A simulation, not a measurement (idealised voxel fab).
process module | voxel double patterning
cross-section cut | 255 nm wide | cells 5 nm
A cross-section is a grid of square cells, given in bands from the top down. A band is one or more rows of cells.
Each band's line starts with the height of the band's top and of its bottom, in nm. Then come its materials from left to right, each with its width in nm. One material with "throughout" fills the band from edge to edge. "air" is empty space.
Height 0 is the level under which the wafer as received is all one material. The lowest band goes on downwards, as in "0 down".
A width such as "30 to 40" changes by the same amount from each row of cells to the next, from the band's top row to its bottom row.
"no change" after a step means that no cell of the cross-section changed.
closed voids: empty space of 8 cells or more with no open way to the top, each as width x height at its distance from the left edge, in nm
after a step's settings: what the simulator itself notes on the step
overlay nm, on a step with a mask: how far to the right of its planned place the mask lay; to the left if negative
plan
1 op RECEIVE | material Si
2 op CONFORMAL_DEP | material SiN | thk nm 10
3 op DIRECTIONAL_DEP | material SiO2 | thk nm 15
4 op DIRECTIONAL_DEP | material SiCN | thk nm 5
5 op DIRECTIONAL_DEP | material aC | thk nm 10
6 op PATTERN | tone open | mask id FIRST | material resist | width nm 15 | pitch nm 50 | thk nm 25 | overlay nm 0
7 op DIRECTIONAL_ETCH | etch materials aC | depth nm 10
8 op STRIP | etch materials resist
9 op DIRECTIONAL_ETCH | etch materials SiCN | depth nm 5
10 op STRIP | etch materials aC
11 op MASKED_ETCH | tone open | mask id SECOND | width nm 15 | etch materials SiCN | depth nm 5 | overlay nm 0
12 op DIRECTIONAL_ETCH | etch materials SiO2 | depth nm 15
13 op STRIP | etch materials SiCN
first wafer, as planned
as received, after step 1
  0 down: Si throughout
  closed voids: none
after step 2
  10 to 0: SiN throughout
  below 0: unchanged
after step 3
  25 to 10: SiO2 throughout
  below 10: unchanged
after step 4
  30 to 25: SiCN throughout
  below 25: unchanged
after step 5
  40 to 30: aC throughout
  below 30: unchanged
after step 6
  65 to 40: resist 95 | air 15 | resist 35 | air 15 | resist 95
  below 40: unchanged
after step 7
  55 to 40: resist 95 | air 15 | resist 35 | air 15 | resist 95
  40 to 30: aC 95 | air 15 | aC 35 | air 15 | aC 95
  below 30: unchanged
after step 8
  40 to 30: aC 95 | air 15 | aC 35 | air 15 | aC 95
  below 30: unchanged
after step 9
  40 to 30: aC 95 | air 15 | aC 35 | air 15 | aC 95
  30 to 25: SiCN 95 | air 15 | SiCN 35 | air 15 | SiCN 95
  below 25: unchanged
after step 10
  30 to 25: SiCN 95 | air 15 | SiCN 35 | air 15 | SiCN 95
  below 25: unchanged
after step 11
  30 to 25: SiCN 95 | air 15 | SiCN 10 | air 15 | SiCN 10 | air 15 | SiCN 95
  below 25: unchanged
after step 12
  30 to 25: SiCN 95 | air 15 | SiCN 10 | air 15 | SiCN 10 | air 15 | SiCN 95
  25 to 10: SiO2 95 | air 15 | SiO2 10 | air 15 | SiO2 10 | air 15 | SiO2 95
  below 10: unchanged
after step 13
  25 to 10: SiO2 95 | air 15 | SiO2 10 | air 15 | SiO2 10 | air 15 | SiO2 95
  below 10: unchanged
second wafer: like start, like plan, one mistake. Through step 3 it matches the first wafer
when step 4 should have ended
  30 to 10: SiO2 throughout
  below 10: unchanged
when step 5 should have ended
  40 to 30: aC throughout
  below 30: unchanged
when step 6 should have ended
  65 to 40: resist 95 | air 15 | resist 35 | air 15 | resist 95
  below 40: unchanged
when step 7 should have ended
  55 to 40: resist 95 | air 15 | resist 35 | air 15 | resist 95
  40 to 30: aC 95 | air 15 | aC 35 | air 15 | aC 95
  below 30: unchanged
when step 8 should have ended
  40 to 30: aC 95 | air 15 | aC 35 | air 15 | aC 95
  below 30: unchanged
when step 9 should have ended: no change
when step 10 should have ended
  30 to 10: SiO2 throughout
  below 10: unchanged
when step 11 should have ended: no change
when step 12 should have ended
  15 to 10: SiO2 throughout
  below 10: unchanged
when step 13 should have ended: no change
what went wrong: step 4 ran as: op DIRECTIONAL_DEP | material SiO2 | thk nm 5
at the end the second wafer has, in cells: 75 fewer of SiO2
